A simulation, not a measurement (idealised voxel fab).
Process module heading - voxel gate over fins
Square cell edge 5 nm, section width 155 nm, ID cut.
Just so we're on the same page, the cross-sections are grids of square cells, and they're listed out in bands top to bottom, each band one or more rows deep.
The entry gives the band's vertical extent as a top height and a bottom height in nm, then its horizontal make-up as materials from left to right, each with a width in nm. "blank" stands for empty space; a single material marked "everywhere" fills the band edge to edge.
Measure heights from 0. That's the level where, below it, the as-received wafer is all one material. The lowest band is bottomless and extends downward; write it as in "0 nm and below".
The width entry "30 to 40" should be interpreted row by row: the top row of cells in the band takes the first number, the bottom row takes the second number, and the change between adjacent rows is uniform throughout.
Take "stayed the same" at face value: in the step it is given for, the cross-section changed in none of its cells.
"Closed void table" contains a list of empty spaces, each no smaller than 8 cells and without an open way to the top, written in the form width x height at distance with the distance from the left edge and all three in nm.
If you see something after the settings on a step's line, that's the simulator's own remark about that step.
overlay nm: how far to the right of its planned place the mask lay on this masked step (negative: to the left).
-- Steps in the process plan
- 1: op RECEIVE | material Si
- 2: op CONFORMAL_DEP | material SiN | thk nm 5
- 3: op MASKED_ETCH | tone cover | mask id FINS | width nm 15 | pitch nm 50 | etch materials SiN | depth nm 5 | overlay nm 0
- 4: op MASKED_ETCH | tone cover | mask id FINS | width nm 15 | pitch nm 50 | etch materials Si | depth nm 30 | overlay nm 0
- 5: op FILL_DEP | material SiO2 | thk nm 5
- 6: op CMP | height nm 5
- 7: op DIRECTIONAL_DEP | material aC | thk nm 10
- 8: op PATTERN | tone open | mask id RAIL | material resist | width nm 15 | thk nm 30 | overlay nm 0
- 9: op DIRECTIONAL_ETCH | etch materials aC | depth nm 10
- 10: op STRIP | etch materials resist
- 11: op DIRECTIONAL_ETCH | etch materials SiO2 | depth nm 30
- 12: op STRIP | etch materials aC
- 13: op CONFORMAL_DEP | material TiN | thk nm 5
- 14: op FILL_DEP | material W | thk nm 10
- 15: op CMP | height nm 5
- 16: op SELECTIVE_ETCH | etch materials W Ru TiN | depth nm 20
- 17: op FILL_DEP | material SiO2 | thk nm 5
- 18: op CMP | height nm 5
- 19: op SELECTIVE_ETCH | etch materials SiO2 | depth nm 15
- 20: op STRIP | etch materials SiN
- 21: op CONFORMAL_DEP | material HfO2 | thk nm 5
- 22: op CONFORMAL_DEP | material TiN | thk nm 5
- 23: op FILL_DEP | material W | thk nm 10
- 24: op CMP | height nm 5
- 25: op CONFORMAL_DEP | material SiCN | thk nm 10
Every wafer here starts from the same state; it is the step 24 height nm that distinguishes them, and the value the plan gives belongs to the first wafer.
-- Cut through the first of several wafers as received, post step 1
    0 nm and below | Si everywhere
    Closed void table: none
-- first wafer at the end, after step 25
    15 nm to 5 nm | SiCN everywhere
    5 nm to 0 nm | W 10 nm, TiN 5 nm, HfO2 25 nm, TiN 5 nm, W 15 nm, TiN 5 nm, HfO2 25 nm, TiN 5 nm, W 15 nm, TiN 5 nm, HfO2 25 nm, TiN 5 nm, W 10 nm
    0 nm to -5 nm | TiN 15 nm, HfO2 5 nm, Si 15 nm, HfO2 5 nm, TiN 25 nm, HfO2 5 nm, Si 15 nm, HfO2 5 nm, TiN 25 nm, HfO2 5 nm, Si 15 nm, HfO2 5 nm, TiN 15 nm
    -5 nm to -10 nm | HfO2 20 nm, Si 15 nm, HfO2 35 nm, Si 15 nm, HfO2 35 nm, Si 15 nm, HfO2 20 nm
    -10 nm to -15 nm | SiO2 20 nm, Si 15 nm, SiO2 35 nm, Si 15 nm, SiO2 35 nm, Si 15 nm, SiO2 20 nm
    -15 nm to -20 nm | SiO2 20 nm, Si 15 nm, SiO2 10 nm, TiN 5 nm, W 5 nm, TiN 5 nm, SiO2 10 nm, Si 15 nm, SiO2 35 nm, Si 15 nm, SiO2 20 nm
    -20 nm to -25 nm | SiO2 20 nm, Si 15 nm, SiO2 10 nm, TiN 15 nm, SiO2 10 nm, Si 15 nm, SiO2 35 nm, Si 15 nm, SiO2 20 nm
    -25 nm to -30 nm | SiO2 20 nm, Si 15 nm, SiO2 35 nm, Si 15 nm, SiO2 35 nm, Si 15 nm, SiO2 20 nm
    -30 nm and below | Si everywhere
    Closed void table: none
-- Showing the last wafer in cross-section at the end of the module
    30 nm to 20 nm | SiCN everywhere
    20 nm to 10 nm | W everywhere
    10 nm to 5 nm | W 10 nm, TiN 35 nm, W 15 nm, TiN 35 nm, W 15 nm, TiN 35 nm, W 10 nm
    5 nm to 0 nm | W 10 nm, TiN 5 nm, HfO2 25 nm, TiN 5 nm, W 15 nm, TiN 5 nm, HfO2 25 nm, TiN 5 nm, W 15 nm, TiN 5 nm, HfO2 25 nm, TiN 5 nm, W 10 nm
    0 nm to -5 nm | TiN 15 nm, HfO2 5 nm, Si 15 nm, HfO2 5 nm, TiN 25 nm, HfO2 5 nm, Si 15 nm, HfO2 5 nm, TiN 25 nm, HfO2 5 nm, Si 15 nm, HfO2 5 nm, TiN 15 nm
    -5 nm to -10 nm | HfO2 20 nm, Si 15 nm, HfO2 35 nm, Si 15 nm, HfO2 35 nm, Si 15 nm, HfO2 20 nm
    -10 nm to -15 nm | SiO2 20 nm, Si 15 nm, SiO2 35 nm, Si 15 nm, SiO2 35 nm, Si 15 nm, SiO2 20 nm
    -15 nm to -20 nm | SiO2 20 nm, Si 15 nm, SiO2 10 nm, TiN 5 nm, W 5 nm, TiN 5 nm, SiO2 10 nm, Si 15 nm, SiO2 35 nm, Si 15 nm, SiO2 20 nm
    -20 nm to -25 nm | SiO2 20 nm, Si 15 nm, SiO2 10 nm, TiN 15 nm, SiO2 10 nm, Si 15 nm, SiO2 35 nm, Si 15 nm, SiO2 20 nm
    -25 nm to -30 nm | SiO2 20 nm, Si 15 nm, SiO2 35 nm, Si 15 nm, SiO2 35 nm, Si 15 nm, SiO2 20 nm
    -30 nm and below | Si everywhere
    Closed void table: none
-- Tabulated below, wafer by wafer, are the end-of-module results: for each material, the number of cells gained (+) or lost (-) relative to the as-received state, followed by the closed voids
height nm 5 | +43 HfO2 | -132 Si | +62 SiCN | +82 SiO2 | +27 TiN | +11 W | Closed void table: none
height nm 10 | +43 HfO2 | -132 Si | +62 SiCN | +82 SiO2 | +48 TiN | +21 W | Closed void table: none
height nm 15 | +43 HfO2 | -132 Si | +62 SiCN | +82 SiO2 | +48 TiN | +52 W | Closed void table: none
height nm 20 | +43 HfO2 | -132 Si | +62 SiCN | +82 SiO2 | +48 TiN | +83 W | Closed void table: none
